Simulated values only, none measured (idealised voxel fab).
Documented hereafter: the process module known as voxel quadruple lines.
In the cross-section labelled cut, the width is 215 nm and each square cell is 5 nm.
Each cross-section below is a grid of square cells, stated as bands in top-down order, with one or more rows of cells making up each band. Band entry format. Leading values: height of top, height of bottom, nm. Remainder: materials in left-to-right order, each with its width in nm. Special words: "all across" on a single material, which then fills the band edge to edge; "blank", empty space. We count height from 0. Below that, the starting wafer is all one material. The lowest band never ends at the bottom but goes on down; see "from 0 down" for how that is written. The expression "30..40" gives the width at the extremes of the band, the first number at its top row of cells and the second at its bottom row, with the width changing by equal amounts from each row to the next in between. "no change occurred" (step): cross-section cells unchanged, all of them. Each empty space that has no open way to the top and spans at least 8 cells appears under "Sealed voids" as width x height at distance, the distance counted from the left edge, all in nm. It should be noted that, on the line of a given step, the content following the step's settings is a remark produced by the simulator itself with respect to that step. You can add "overlay nm" to a step's line. For a step with a mask, it describes how far the mask lay to the right of its planned position, and a negative number describes a lay to the left.
Intended process steps:
step 1: RECEIVE: material Si
step 2: CONFORMAL_DEP: material SiO2, thk nm 5
step 3: DIRECTIONAL_DEP: material TiN, thk nm 15
step 4: DIRECTIONAL_DEP: material polySi, thk nm 15
step 5: DIRECTIONAL_DEP: material aC, thk nm 25
step 6: PATTERN: tone cover, mask id MANDREL, material resist, width nm 35, thk nm 35, overlay nm 0
step 7: DIRECTIONAL_ETCH: etch materials aC, depth nm 25
step 8: STRIP: etch materials resist
step 9: CONFORMAL_DEP: material SiO2, thk nm 15
step 10: DIRECTIONAL_ETCH: etch materials SiO2, depth nm 15
step 11: STRIP: etch materials aC
step 12: DIRECTIONAL_ETCH: etch materials polySi, depth nm 15
step 13: STRIP: etch materials SiO2
step 14: CONFORMAL_DEP: material SiCN, thk nm 10
step 15: DIRECTIONAL_ETCH: etch materials SiCN, depth nm 10
step 16: STRIP: etch materials polySi
step 17: DIRECTIONAL_ETCH: etch materials TiN, depth nm 15
step 18: STRIP: etch materials SiCN
step 19: FILL_DEP: material lowk, thk nm 10
step 20: CMP: height nm 20
Cross-section of the incoming wafer, state after step 1:
> from 0 down = Si all across
> Sealed voids: none
The first of the two wafers as seen in cross-section once the module was finished; processing followed the plan:
> from 20 to 5 = lowk: 65  TiN: 10  lowk: 15  TiN: 10  lowk: 15  TiN: 10  lowk: 15  TiN: 10  lowk: 65
> from 5 to 0 = SiO2 all across
> from 0 down = Si all across
> Sealed voids: none
Wafer two cross-section, module end. Start and plan unchanged from wafer one; one mistake made during the run:
> from 20 to 5 = lowk: 80  TiN: 10  lowk: 15  TiN: 5  lowk: 15  TiN: 10  lowk: 80
> from 5 to 0 = SiO2 all across
> from 0 down = Si all across
> Sealed voids: none
what went wrong: step 6 was run on a setting that differed from the plan, and what really ran there is PATTERN: tone open, mask id MANDREL, material resist, width nm 35, thk nm 35, overlay nm 0
Final comparison by cell count, materials where the second wafer has more or fewer than the first: TiN: 9 fewer; lowk: 9 more
